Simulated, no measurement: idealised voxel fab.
A process module follows: voxel capacitor over wiring.
This is section cut - it's 270 nm across, gridded in 5 nm square cells.
Cross-section = grid of square cells, listed top down in bands; band = one or more rows.
Band: top height; bottom height; in nm. Then, left to right: material with width in nm, for each material. "full width": a single material spanning edge to edge. "empty": empty space.
Beneath 0, the wafer as received is one material, and that level is where height counting begins. The lowest band goes on downward without a bottom; it is written like "0 and below".
So if you see something like "30 to 40" for the width, read it as the top row of the band sitting at the first number and the bottom row at the second, with every row in between moving by the same amount as the last.
Reading "no alterations made" for a step: not a cell of the cross-section changed in it.
"Closed void catalog" - sealed voids, min. 8 cells, no opening to top; format: width x height at distance (distance from left edge; nm throughout).
That trailing text on a step's line, after the settings, is the simulator's own remark on the step.
"overlay nm", when on a step's line for a step with a mask, measures how far to the right of its planned place the mask lay; a negative measure means to the left.
[Below is the list of planned process steps]
step 1: RECEIVE (material Si)
step 2: CONFORMAL_DEP (material SiO2; thk nm 15)
step 3: CONFORMAL_DEP (material SiCN; thk nm 5)
step 4: DIRECTIONAL_DEP (material SiO2; thk nm 25)
step 5: MASKED_ETCH (tone open; mask id METAL_1; width nm 20; pitch nm 90; etch materials SiO2; depth nm 25; overlay nm 0)
step 6: MASKED_ETCH (tone open; mask id METAL_1; width nm 20; pitch nm 90; etch materials SiCN; depth nm 5; overlay nm 0)
step 7: CONFORMAL_DEP (material TiN; thk nm 5)
step 8: FILL_DEP (material Cu; thk nm 10)
step 9: CMP (height nm 45)
step 10: EPI (material Ru; thk nm 5)
step 11: FILL_DEP (material SiCN; thk nm 5)
step 12: DIRECTIONAL_DEP (material lowk; thk nm 10)
step 13: MASKED_ETCH (tone open; mask id PLUG_1; width nm 15; etch materials lowk; depth nm 10; overlay nm 0)
step 14: MASKED_ETCH (tone open; mask id PLUG_1; width nm 15; etch materials SiCN; depth nm 5; overlay nm 0)
step 15: CONFORMAL_DEP (material TiN; thk nm 5)
step 16: FILL_DEP (material W; thk nm 10)
step 17: CMP (height nm 65)
step 18: DIRECTIONAL_DEP (material TiN; thk nm 5)
step 19: DIRECTIONAL_DEP (material HfO2; thk nm 5)
step 20: DIRECTIONAL_DEP (material TiN; thk nm 10)
step 21: MASKED_ETCH (tone cover; mask id UPPER_PLATE; width nm 75; etch materials TiN; depth nm 10; overlay nm 0)
step 22: MASKED_ETCH (tone cover; mask id UPPER_PLATE; width nm 75; etch materials HfO2; depth nm 5; overlay nm 0)
step 23: MASKED_ETCH (tone cover; mask id LOWER_PLATE; width nm 85; etch materials TiN; depth nm 5; overlay nm 0)
step 24: FILL_DEP (material SiO2; thk nm 20)
step 25: CMP (height nm 100)
step 26: MASKED_ETCH (tone open; mask id PLUG_2; width nm 15; etch materials SiO2; depth nm 15; overlay nm 0)
step 27: CONFORMAL_DEP (material TiN; thk nm 5)
step 28: FILL_DEP (material W; thk nm 10)
step 29: CMP (height nm 100)
step 30: CONFORMAL_DEP (material SiCN; thk nm 5)
[first wafer, as planned]
[Incoming wafer in cross-section (state: after step 1)]
	0 and below = Si full width
	Closed void catalog: none
[Take a look at the wafer's cross-section after step 2]
	15 down to 0 = SiO2 full width
	Note: structure below 0 unchanged.
[Take a look at the wafer's cross-section after step 3]
	20 down to 15 = SiCN full width
	Note: structure below 15 unchanged.
[Take a look at the wafer's cross-section after step 4]
	45 down to 20 = SiO2 full width
	Note: structure below 20 unchanged.
[Take a look at the wafer's cross-section after step 5]
	45 down to 20 = SiO2 80 / empty 20 / SiO2 70 / empty 20 / SiO2 80
	Note: structure below 20 unchanged.
[Take a look at the wafer's cross-section after step 6]
	45 down to 20 = SiO2 80 / empty 20 / SiO2 70 / empty 20 / SiO2 80
	20 down to 15 = SiCN 80 / empty 20 / SiCN 70 / empty 20 / SiCN 80
	Note: structure below 15 unchanged.
[Take a look at the wafer's cross-section after step 7]
	50 down to 45 = TiN 85 / empty 10 / TiN 80 / empty 10 / TiN 85
	45 down to 20 = SiO2 80 / TiN 5 / empty 10 / TiN 5 / SiO2 70 / TiN 5 / empty 10 / TiN 5 / SiO2 80
	20 down to 15 = SiCN 80 / TiN 20 / SiCN 70 / TiN 20 / SiCN 80
	Note: structure below 15 unchanged.
[Take a look at the wafer's cross-section after step 8]
	60 down to 50 = Cu full width
	50 down to 45 = TiN 85 / Cu 10 / TiN 80 / Cu 10 / TiN 85
	45 down to 20 = SiO2 80 / TiN 5 / Cu 10 / TiN 5 / SiO2 70 / TiN 5 / Cu 10 / TiN 5 / SiO2 80
	Note: structure below 20 unchanged.
[Take a look at the wafer's cross-section after step 9]
	45 down to 20 = SiO2 80 / TiN 5 / Cu 10 / TiN 5 / SiO2 70 / TiN 5 / Cu 10 / TiN 5 / SiO2 80
	Note: structure below 20 unchanged.
[Take a look at the wafer's cross-section after step 10]
	50 down to 45 = empty 75 / Ru 30 / empty 60 / Ru 30 / empty 75
	Note: structure below 45 unchanged.
[Take a look at the wafer's cross-section after step 11]
	55 down to 50 = SiCN full width
	50 down to 45 = SiCN 75 / Ru 30 / SiCN 60 / Ru 30 / SiCN 75
	Note: structure below 45 unchanged.
[Take a look at the wafer's cross-section after step 12]
	65 down to 55 = lowk full width
	Note: structure below 55 unchanged.
[Take a look at the wafer's cross-section after step 13]
	65 down to 55 = lowk 85 / empty 15 / lowk 170
	Note: structure below 55 unchanged.
[Take a look at the wafer's cross-section after step 14]
	65 down to 55 = lowk 85 / empty 15 / lowk 170
	55 down to 50 = SiCN 85 / empty 15 / SiCN 170
	Note: structure below 50 unchanged.
[Take a look at the wafer's cross-section after step 15]
	70 down to 65 = TiN 90 / empty 5 / TiN 175
	65 down to 55 = lowk 85 / TiN 5 / empty 5 / TiN 5 / lowk 170
	55 down to 50 = SiCN 85 / TiN 15 / SiCN 170
	Note: structure below 50 unchanged.
[Take a look at the wafer's cross-section after step 16]
	80 down to 70 = W full width
	70 down to 65 = TiN 90 / W 5 / TiN 175
	65 down to 55 = lowk 85 / TiN 5 / W 5 / TiN 5 / lowk 170
	Note: structure below 55 unchanged.
[Take a look at the wafer's cross-section after step 17]
	65 down to 55 = lowk 85 / TiN 5 / W 5 / TiN 5 / lowk 170
	Note: structure below 55 unchanged.
[Take a look at the wafer's cross-section after step 18]
	70 down to 65 = TiN full width
	Note: structure below 65 unchanged.
[Take a look at the wafer's cross-section after step 19]
	75 down to 70 = HfO2 full width
	Note: structure below 70 unchanged.
[Take a look at the wafer's cross-section after step 20]
	85 down to 75 = TiN full width
	Note: structure below 75 unchanged.
[Take a look at the wafer's cross-section after step 21]
	85 down to 75 = empty 85 / TiN 75 / empty 110
	Note: structure below 75 unchanged.
[Take a look at the wafer's cross-section after step 22]
	85 down to 75 = empty 85 / TiN 75 / empty 110
	75 down to 70 = empty 85 / HfO2 75 / empty 110
	Note: structure below 70 unchanged.
[Take a look at the wafer's cross-section after step 23]
	85 down to 75 = empty 85 / TiN 75 / empty 110
	75 down to 70 = empty 85 / HfO2 75 / empty 110
	70 down to 65 = empty 80 / TiN 85 / empty 105
	Note: structure below 65 unchanged.
[Take a look at the wafer's cross-section after step 24]
	105 down to 85 = SiO2 full width
	85 down to 75 = SiO2 85 / TiN 75 / SiO2 110
	75 down to 70 = SiO2 85 / HfO2 75 / SiO2 110
	70 down to 65 = SiO2 80 / TiN 85 / SiO2 105
	Note: structure below 65 unchanged.
[Take a look at the wafer's cross-section after step 25]
	100 down to 85 = SiO2 full width
	Note: structure below 85 unchanged.
[Take a look at the wafer's cross-section after step 26]
	100 down to 85 = SiO2 95 / empty 15 / SiO2 160
	Note: structure below 85 unchanged.
[Take a look at the wafer's cross-section after step 27]
	105 down to 100 = TiN 100 / empty 5 / TiN 165
	100 down to 90 = SiO2 95 / TiN 5 / empty 5 / TiN 5 / SiO2 160
	90 down to 85 = SiO2 95 / TiN 15 / SiO2 160
	Note: structure below 85 unchanged.
[Take a look at the wafer's cross-section after step 28]
	115 down to 105 = W full width
	105 down to 100 = TiN 100 / W 5 / TiN 165
	100 down to 90 = SiO2 95 / TiN 5 / W 5 / TiN 5 / SiO2 160
	Note: structure below 90 unchanged.
[Take a look at the wafer's cross-section after step 29]
	100 down to 90 = SiO2 95 / TiN 5 / W 5 / TiN 5 / SiO2 160
	Note: structure below 90 unchanged.
[Take a look at the wafer's cross-section after step 30]
	105 down to 100 = SiCN full width
	Note: structure below 100 unchanged.
[The second wafer began exactly as the first did and followed the same plan, but one mistake was made while running it; through step 1 inclusive, the two wafers are identical]
[Cross-sectional view of the second wafer at the intended end time of process step 2]
	30 down to 0 = SiO2 full width
	Note: structure below 0 unchanged.
[Cross-sectional view of the second wafer at the intended end time of process step 3]
	35 down to 30 = SiCN full width
	Note: structure below 30 unchanged.
[Cross-sectional view of the second wafer at the intended end time of process step 4]
	60 down to 35 = SiO2 full width
	Note: structure below 35 unchanged.
[Cross-sectional view of the second wafer at the intended end time of process step 5]
	60 down to 35 = SiO2 80 / empty 20 / SiO2 70 / empty 20 / SiO2 80
	Note: structure below 35 unchanged.
[Cross-sectional view of the second wafer at the intended end time of process step 6]
	60 down to 35 = SiO2 80 / empty 20 / SiO2 70 / empty 20 / SiO2 80
	35 down to 30 = SiCN 80 / empty 20 / SiCN 70 / empty 20 / SiCN 80
	Note: structure below 30 unchanged.
[Cross-sectional view of the second wafer at the intended end time of process step 7]
	65 down to 60 = TiN 85 / empty 10 / TiN 80 / empty 10 / TiN 85
	60 down to 35 = SiO2 80 / TiN 5 / empty 10 / TiN 5 / SiO2 70 / TiN 5 / empty 10 / TiN 5 / SiO2 80
	35 down to 30 = SiCN 80 / TiN 20 / SiCN 70 / TiN 20 / SiCN 80
	Note: structure below 30 unchanged.
[Cross-sectional view of the second wafer at the intended end time of process step 8]
	75 down to 65 = Cu full width
	65 down to 60 = TiN 85 / Cu 10 / TiN 80 / Cu 10 / TiN 85
	60 down to 35 = SiO2 80 / TiN 5 / Cu 10 / TiN 5 / SiO2 70 / TiN 5 / Cu 10 / TiN 5 / SiO2 80
	Note: structure below 35 unchanged.
[Cross-sectional view of the second wafer at the intended end time of process step 9]
	45 down to 35 = SiO2 80 / TiN 5 / Cu 10 / TiN 5 / SiO2 70 / TiN 5 / Cu 10 / TiN 5 / SiO2 80
	Note: structure below 35 unchanged.
[Cross-sectional view of the second wafer at the intended end time of process step 10]
	50 down to 45 = empty 75 / Ru 30 / empty 60 / Ru 30 / empty 75
	Note: structure below 45 unchanged.
[Cross-sectional view of the second wafer at the intended end time of process step 11]
	55 down to 50 = SiCN full width
	50 down to 45 = SiCN 75 / Ru 30 / SiCN 60 / Ru 30 / SiCN 75
	Note: structure below 45 unchanged.
[Cross-sectional view of the second wafer at the intended end time of process step 12]
	65 down to 55 = lowk full width
	Note: structure below 55 unchanged.
[Cross-sectional view of the second wafer at the intended end time of process step 13]
	65 down to 55 = lowk 85 / empty 15 / lowk 170
	Note: structure below 55 unchanged.
[Cross-sectional view of the second wafer at the intended end time of process step 14]
	65 down to 55 = lowk 85 / empty 15 / lowk 170
	55 down to 50 = SiCN 85 / empty 15 / SiCN 170
	Note: structure below 50 unchanged.
[Cross-sectional view of the second wafer at the intended end time of process step 15]
	70 down to 65 = TiN 90 / empty 5 / TiN 175
	65 down to 55 = lowk 85 / TiN 5 / empty 5 / TiN 5 / lowk 170
	55 down to 50 = SiCN 85 / TiN 15 / SiCN 170
	Note: structure below 50 unchanged.
[Cross-sectional view of the second wafer at the intended end time of process step 16]
	80 down to 70 = W full width
	70 down to 65 = TiN 90 / W 5 / TiN 175
	65 down to 55 = lowk 85 / TiN 5 / W 5 / TiN 5 / lowk 170
	Note: structure below 55 unchanged.
[Cross-sectional view of the second wafer at the intended end time of process step 17]
	65 down to 55 = lowk 85 / TiN 5 / W 5 / TiN 5 / lowk 170
	Note: structure below 55 unchanged.
[Cross-sectional view of the second wafer at the intended end time of process step 18]
	70 down to 65 = TiN full width
	Note: structure below 65 unchanged.
[Cross-sectional view of the second wafer at the intended end time of process step 19]
	75 down to 70 = HfO2 full width
	Note: structure below 70 unchanged.
[Cross-sectional view of the second wafer at the intended end time of process step 20]
	85 down to 75 = TiN full width
	Note: structure below 75 unchanged.
[Cross-sectional view of the second wafer at the intended end time of process step 21]
	85 down to 75 = empty 85 / TiN 75 / empty 110
	Note: structure below 75 unchanged.
[Cross-sectional view of the second wafer at the intended end time of process step 22]
	85 down to 75 = empty 85 / TiN 75 / empty 110
	75 down to 70 = empty 85 / HfO2 75 / empty 110
	Note: structure below 70 unchanged.
[Cross-sectional view of the second wafer at the intended end time of process step 23]
	85 down to 75 = empty 85 / TiN 75 / empty 110
	75 down to 70 = empty 85 / HfO2 75 / empty 110
	70 down to 65 = empty 80 / TiN 85 / empty 105
	Note: structure below 65 unchanged.
[Cross-sectional view of the second wafer at the intended end time of process step 24]
	105 down to 85 = SiO2 full width
	85 down to 75 = SiO2 85 / TiN 75 / SiO2 110
	75 down to 70 = SiO2 85 / HfO2 75 / SiO2 110
	70 down to 65 = SiO2 80 / TiN 85 / SiO2 105
	Note: structure below 65 unchanged.
[Cross-sectional view of the second wafer at the intended end time of process step 25]
	100 down to 85 = SiO2 full width
	Note: structure below 85 unchanged.
[Cross-sectional view of the second wafer at the intended end time of process step 26]
	100 down to 85 = SiO2 95 / empty 15 / SiO2 160
	Note: structure below 85 unchanged.
[Cross-sectional view of the second wafer at the intended end time of process step 27]
	105 down to 100 = TiN 100 / empty 5 / TiN 165
	100 down to 90 = SiO2 95 / TiN 5 / empty 5 / TiN 5 / SiO2 160
	90 down to 85 = SiO2 95 / TiN 15 / SiO2 160
	Note: structure below 85 unchanged.
[Cross-sectional view of the second wafer at the intended end time of process step 28]
	115 down to 105 = W full width
	105 down to 100 = TiN 100 / W 5 / TiN 165
	100 down to 90 = SiO2 95 / TiN 5 / W 5 / TiN 5 / SiO2 160
	Note: structure below 90 unchanged.
[Cross-sectional view of the second wafer at the intended end time of process step 29]
	100 down to 90 = SiO2 95 / TiN 5 / W 5 / TiN 5 / SiO2 160
	Note: structure below 90 unchanged.
[Cross-sectional view of the second wafer at the intended end time of process step 30]
	105 down to 100 = SiCN full width
	Note: structure below 100 unchanged.
It is concluded that the wafer was processed incorrectly with respect to the plan, in that the plan's step 2 ran twice
FYI, end of process, the second wafer has more or fewer cells of some materials than the first: Cu -12 | SiO2 +24 | TiN -12
